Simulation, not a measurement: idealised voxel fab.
process module | voxel capacitor over wiring
The cross-section on display is named cut; it measures 200 nm wide, and its cells are 5 nm squares.
Reading order for cross-sections: top band down to bottom band. Underlying form: a grid of square cells. Band size: one or more rows of cells. Look at the band entry: it leads with the top's height and the bottom's height in nm. Then it lists the materials left to right, with a width in nm for each. The word "edge to edge" on a single material says that material fills the band edge to edge. The word "empty" is empty space. Zero point of the height axis is 0; under it, received wafer = one material. Lowest band: continues down indefinitely, "0 and below". Note: "30 to 40" means the width goes from the first number (top row of the band) to the second number (bottom row) in equal steps per row of cells. When a step is marked "remained the same", none of the cells in the cross-section changed during that step. In "Closed void list" the enclosed voids are listed, meaning empty spaces of 8 cells or larger without any opening to the top. The form is width x height at distance, distance from the left edge, units nm. If you see something after the settings on a step's line, that's the simulator's own remark about that step. overlay nm: for a step with a mask, the amount by which the mask lay right of where it was planned; a negative amount means left of it. Layout of what follows: cross-section pairs, each bracketing one process step, the after cross-section shown only to the lowest band that changed, the step between and its settings noted under each pair. Pairs may originate in different runs of this module on the same starting wafer; a pair continues from the pair above only where its entry headed "State before step" says so.
STATE BEFORE STEP
115 down to 90  resist=45, then empty=85, then resist=70
90 down to 80  resist=45, then empty=5, then aC=75, then empty=5, then resist=70
80 down to 75  aC=50, then TiN=75, then aC=75
75 down to 70  aC=50, then Al2O3=75, then aC=75
70 down to 60  TiN edge to edge
60 down to 45  lowk=50, then Ru=15, then lowk=135
45 down to 40  SiCN=50, then Ru=15, then SiCN=135
40 down to 20  lowk=35, then Ru=30, then lowk=70, then Ru=30, then lowk=35
20 down to 15  lowk=35, then TiN=30, then lowk=70, then TiN=30, then lowk=35
15 down to 0  SiO2 edge to edge
0 and below  Si edge to edge
Closed void list: none
RESULTANT CROSS-SECTION
105 down to 80  resist=45, then empty=85, then resist=70
80 down to 75  aC=45, then empty=5, then TiN=75, then empty=5, then aC=70
75 down to 70  aC=45, then empty=5, then Al2O3=75, then empty=5, then aC=70
Under 70: no change, same as before.
Closed void list: none
Going from one cross-section above to the next, the wafer undergoes DIRECTIONAL_ETCH | etch materials aC | depth nm 10
State before step: The structure entering this step is exactly what the pair just above shows after its step.
RESULTANT CROSS-SECTION
80 down to 75  aC=45, then empty=5, then TiN=75, then empty=5, then aC=70
Under 75: no change, same as before.
Closed void list: none
Going from one cross-section above to the next, the wafer undergoes STRIP | etch materials resist
State before step: The structure entering this step is exactly what the pair just above shows after its step.
RESULTANT CROSS-SECTION
80 down to 75  aC=45, then empty=85, then aC=70
75 down to 70  aC=45, then empty=5, then Al2O3=75, then empty=5, then aC=70
70 down to 60  TiN=45, then empty=5, then TiN=75, then empty=5, then TiN=70
Under 60: no change, same as before.
Closed void list: none
Going from one cross-section above to the next, the wafer undergoes DIRECTIONAL_ETCH | etch materials TiN | depth nm 10
State before step: The structure entering this step is exactly what the pair just above shows after its step.
RESULTANT CROSS-SECTION
75 down to 70  empty=50, then Al2O3=75, then empty=75
Under 70: no change, same as before.
Closed void list: none
Going from one cross-section above to the next, the wafer undergoes STRIP | etch materials aC
State before step: The structure entering this step is exactly what the pair just above shows after its step.
RESULTANT CROSS-SECTION
90 down to 75  SiO2 edge to edge
75 down to 70  SiO2=50, then Al2O3=75, then SiO2=75
70 down to 60  TiN=45, then SiO2=5, then TiN=75, then SiO2=5, then TiN=70
Under 60: no change, same as before.
Closed void list: none
Going from one cross-section above to the next, the wafer undergoes FILL_DEP | material SiO2 | thk nm 15
State before step: The structure entering this step is exactly what the pair just above shows after its step.
RESULTANT CROSS-SECTION
105 down to 90  aC edge to edge
Under 90: no change, same as before.
Closed void list: none
Going from one cross-section above to the next, the wafer undergoes DIRECTIONAL_DEP | material aC | thk nm 15
State before step: The structure entering this step is exactly what the pair just above shows after its step.
RESULTANT CROSS-SECTION
135 down to 105  resist=60, then empty=15, then resist=125
Under 105: no change, same as before.
Closed void list: none
Going from one cross-section above to the next, the wafer undergoes PATTERN | tone open | mask id PLUG_2 | material resist | width nm 15 | thk nm 30 | overlay nm 0
State before step: The structure entering this step is exactly what the pair just above shows after its step.
RESULTANT CROSS-SECTION
120 down to 105  resist=60, then empty=15, then resist=125
105 down to 90  aC=60, then empty=15, then aC=125
Under 90: no change, same as before.
Closed void list: none
Going from one cross-section above to the next, the wafer undergoes DIRECTIONAL_ETCH | etch materials aC | depth nm 15
State before step: The structure entering this step is exactly what the pair just above shows after its step.
RESULTANT CROSS-SECTION
105 down to 90  aC=60, then empty=15, then aC=125
Under 90: no change, same as before.
Closed void list: none
Going from one cross-section above to the next, the wafer undergoes STRIP | etch materials resist
State before step: The structure entering this step is exactly what the pair just above shows after its step.
RESULTANT CROSS-SECTION
105 down to 90  aC=60, then empty=15, then aC=125
90 down to 80  SiO2=60, then empty=15, then SiO2=125
Under 80: no change, same as before.
Closed void list: none
Going from one cross-section above to the next, the wafer undergoes DIRECTIONAL_ETCH | etch materials SiO2 | depth nm 10
State before step: The structure entering this step is exactly what the pair just above shows after its step.
RESULTANT CROSS-SECTION
90 down to 80  SiO2=60, then empty=15, then SiO2=125
Under 80: no change, same as before.
Closed void list: none
Going from one cross-section above to the next, the wafer undergoes STRIP | etch materials aC
State before step: The structure entering this step is exactly what the pair just above shows after its step.
RESULTANT CROSS-SECTION
95 down to 90  TiN=65, then empty=5, then TiN=130
90 down to 85  SiO2=60, then TiN=5, then empty=5, then TiN=5, then SiO2=125
85 down to 80  SiO2=60, then TiN=15, then SiO2=125
Under 80: no change, same as before.
Closed void list: none
Going from one cross-section above to the next, the wafer undergoes CONFORMAL_DEP | material TiN | thk nm 5
State before step: The structure entering this step is exactly what the pair just above shows after its step.
RESULTANT CROSS-SECTION
105 down to 95  Ru edge to edge
95 down to 90  TiN=65, then Ru=5, then TiN=130
90 down to 85  SiO2=60, then TiN=5, then Ru=5, then TiN=5, then SiO2=125
Under 85: no change, same as before.
Closed void list: none
Going from one cross-section above to the next, the wafer undergoes FILL_DEP | material Ru | thk nm 10
State before step: The structure entering this step is exactly what the pair just above shows after its step.
RESULTANT CROSS-SECTION
90 down to 85  SiO2=60, then TiN=5, then Ru=5, then TiN=5, then SiO2=125
Under 85: no change, same as before.
Closed void list: none
Going from one cross-section above to the next, the wafer undergoes CMP | height nm 90
State before step: The structure entering this step is exactly what the pair just above shows after its step.
RESULTANT CROSS-SECTION
95 down to 90  SiCN edge to edge
Under 90: no change, same as before.
Closed void list: none
Going from one cross-section above to the next, the wafer undergoes CONFORMAL_DEP | material SiCN | thk nm 5
